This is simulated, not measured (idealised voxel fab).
process module | voxel released beams
cross-section cut | 245 nm wide | cells 5 nm
A cross-section is a grid of square cells, given in bands from the top down. A band is one or more rows of cells.
Each band's line starts with the height of the band's top and of its bottom, in nm. Then come its materials from left to right, each with its width in nm. One material with "throughout" fills the band from edge to edge. "air" is empty space.
Height 0 is the level under which the wafer as received is all one material. The lowest band goes on downwards, as in "0 down".
A width such as "30 to 40" changes by the same amount from each row of cells to the next, from the band's top row to its bottom row.
"no change" after a step means that no cell of the cross-section changed.
closed voids: empty space of 8 cells or more with no open way to the top, each as width x height at its distance from the left edge, in nm
after a step's settings: what the simulator itself notes on the step
overlay nm, on a step with a mask: how far to the right of its planned place the mask lay; to the left if negative
plan
1 op RECEIVE | material Si
2 op CONFORMAL_DEP | material Al2O3 | thk nm 10
3 op DIRECTIONAL_DEP | material SiO2 | thk nm 20
4 op MASKED_ETCH | tone open | mask id ANCHOR | width nm 45 | etch materials SiO2 | depth nm 20 | overlay nm 0
5 op CONFORMAL_DEP | material polySi | thk nm 15
6 op MASKED_ETCH | tone cover | mask id BEAM | width nm 105 | etch materials polySi | depth nm 15 | overlay nm 0
7 op STRIP | etch materials SiO2
first wafer, as planned
as received, after step 1
  0 down: Si throughout
  closed voids: none
after step 2
  10 to 0: Al2O3 throughout
  below 0: unchanged
after step 3
  30 to 10: SiO2 throughout
  below 10: unchanged
after step 4
  30 to 10: SiO2 70 | air 45 | SiO2 130
  below 10: unchanged
after step 5
  45 to 30: polySi 85 | air 15 | polySi 145
  30 to 25: SiO2 70 | polySi 15 | air 15 | polySi 15 | SiO2 130
  25 to 10: SiO2 70 | polySi 45 | SiO2 130
  below 10: unchanged
after step 6
  45 to 30: air 65 | polySi 20 | air 15 | polySi 70 | air 75
  below 30: unchanged
after step 7
  45 to 30: air 65 | polySi 20 | air 15 | polySi 70 | air 75
  30 to 25: air 70 | polySi 15 | air 15 | polySi 15 | air 130
  25 to 10: air 70 | polySi 45 | air 130
  below 10: unchanged
second wafer: like start, like plan, one mistake. Through step 5 it matches the first wafer
when step 6 should have ended
  45 to 30: polySi 65 | air 105 | polySi 75
  30 to 10: SiO2 70 | polySi 15 | air 15 | polySi 15 | SiO2 130
  below 10: unchanged
when step 7 should have ended
  30 to 10: air 70 | polySi 15 | air 15 | polySi 15 | air 130
  below 10: unchanged
what went wrong: step 6 ran as: op MASKED_ETCH | tone open | mask id BEAM | width nm 105 | etch materials polySi | depth nm 15 | overlay nm 0
at the end the second wafer has, in cells: 63 fewer of polySi
